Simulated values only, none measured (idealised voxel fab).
A process module follows: voxel self aligned vias.
It is cross-section cut that appears here, measuring 280 nm in width, its square cells being 5 nm in size.
Format of a cross-section: grid, square cells. Given as bands. Order: top down. Band: one or more rows of cells. This entry defines a band. It first specifies the height of the band's top and the height of its bottom in nm, and then specifies the band's materials from left to right, stating each material with its width in nm. The word "all across" identifies a single material that fills the band from edge to edge, while the word "air" identifies empty space. Measure heights from 0. That's the level where, below it, the as-received wafer is all one material. The lowest band is bottomless and extends downward; write it as in "0..down". The expression "30 to 40" gives the width at the extremes of the band, the first number at its top row of cells and the second at its bottom row, with the width changing by equal amounts from each row to the next in between. A step reported as "left unchanged" is a step in which no cell of the cross-section changed. "Unvented internal voids": empty spaces of 8 cells or more with no open way to the top, each given as width x height at distance, distance from the left edge, all in nm. after a step's settings: what the simulator itself notes on the step. "overlay nm" answers the question of how far to the right of plan the mask lay on a step that has a mask, and when it is negative the answer is to the left.

Process steps (planned):
1: RECEIVE (material Si)
2: CONFORMAL_DEP (material SiO2; thk nm 10)
3: CONFORMAL_DEP (material SiCN; thk nm 5)
4: DIRECTIONAL_DEP (material lowk; thk nm 30)
5: DIRECTIONAL_DEP (material aC; thk nm 15)
6: PATTERN (tone open; mask id LINES; material resist; width nm 30; pitch nm 65; thk nm 35; overlay nm 0)
7: DIRECTIONAL_ETCH (etch materials aC; depth nm 15)
8: STRIP (etch materials resist)
9: DIRECTIONAL_ETCH (etch materials lowk; depth nm 30)
10: STRIP (etch materials aC)
11: CONFORMAL_DEP (material TiN; thk nm 5)
12: FILL_DEP (material W; thk nm 10)
13: CMP (height nm 45)
14: SELECTIVE_ETCH (etch materials W Ru TiN; depth nm 10)
15: FILL_DEP (material SiN; thk nm 5)
16: CMP (height nm 45)
17: DIRECTIONAL_DEP (material lowk; thk nm 20)
18: MASKED_ETCH (tone open; mask id VIAS; width nm 50; pitch nm 65; etch materials lowk; depth nm 20; overlay nm 0)
19: MASKED_ETCH (tone open; mask id VIAS; width nm 50; pitch nm 65; etch materials SiN; depth nm 10; overlay nm 0)
20: CONFORMAL_DEP (material TiN; thk nm 5)
21: FILL_DEP (material Ru; thk nm 10)
22: CMP (height nm 65)
23: CONFORMAL_DEP (material SiN; thk nm 5)

as received, after step 1:
> 0..down: Si all across
> Unvented internal voids: none

Cross-section, first of two wafers, end of module, run as planned:
> 70..65: SiN all across
> 65..50: lowk: 50; TiN: 5; Ru: 40; TiN: 5; lowk: 15; TiN: 5; Ru: 40; TiN: 5; lowk: 15; TiN: 5; Ru: 40; TiN: 5; lowk: 50
> 50..40: lowk: 50 to 60; TiN: 15 to 5; Ru: 20; TiN: 15 to 5; lowk: 15 to 35; TiN: 15 to 5; Ru: 20; TiN: 15 to 5; lowk: 15 to 35; TiN: 15 to 5; Ru: 20; TiN: 15 to 5; lowk: 50 to 60
> 40..35: lowk: 60; TiN: 30; lowk: 35; TiN: 30; lowk: 35; TiN: 30; lowk: 60
> 35..20: lowk: 60; TiN: 5; W: 20; TiN: 5; lowk: 35; TiN: 5; W: 20; TiN: 5; lowk: 35; TiN: 5; W: 20; TiN: 5; lowk: 60
> 20..15: lowk: 60; TiN: 30; lowk: 35; TiN: 30; lowk: 35; TiN: 30; lowk: 60
> 15..10: SiCN all across
> 10..0: SiO2 all across
> 0..down: Si all across
> Unvented internal voids: none

Cross-section, second wafer: same start as the first, same plan as the first, one mistake in running it; taken at the end of the module:
> 85..80: SiN all across
> 80..70: Ru all across
> 70..65: TiN: 55; Ru: 40; TiN: 25; Ru: 40; TiN: 25; Ru: 40; TiN: 55
> 65..50: lowk: 50; TiN: 5; Ru: 40; TiN: 5; lowk: 15; TiN: 5; Ru: 40; TiN: 5; lowk: 15; TiN: 5; Ru: 40; TiN: 5; lowk: 50
> 50..40: lowk: 50 to 60; TiN: 15 to 5; Ru: 20; TiN: 15 to 5; lowk: 15 to 35; TiN: 15 to 5; Ru: 20; TiN: 15 to 5; lowk: 15 to 35; TiN: 15 to 5; Ru: 20; TiN: 15 to 5; lowk: 50 to 60
> 40..35: lowk: 60; TiN: 30; lowk: 35; TiN: 30; lowk: 35; TiN: 30; lowk: 60
> 35..20: lowk: 60; TiN: 5; W: 20; TiN: 5; lowk: 35; TiN: 5; W: 20; TiN: 5; lowk: 35; TiN: 5; W: 20; TiN: 5; lowk: 60
> 20..15: lowk: 60; TiN: 30; lowk: 35; TiN: 30; lowk: 35; TiN: 30; lowk: 60
> 15..10: SiCN all across
> 10..0: SiO2 all across
> 0..down: Si all across
> Unvented internal voids: none
Where did the run depart from the plan? plan step 22 never ran because it was skipped
Final comparison by cell count, materials where the second wafer has more or fewer than the first: 136 more of Ru; 32 more of TiN
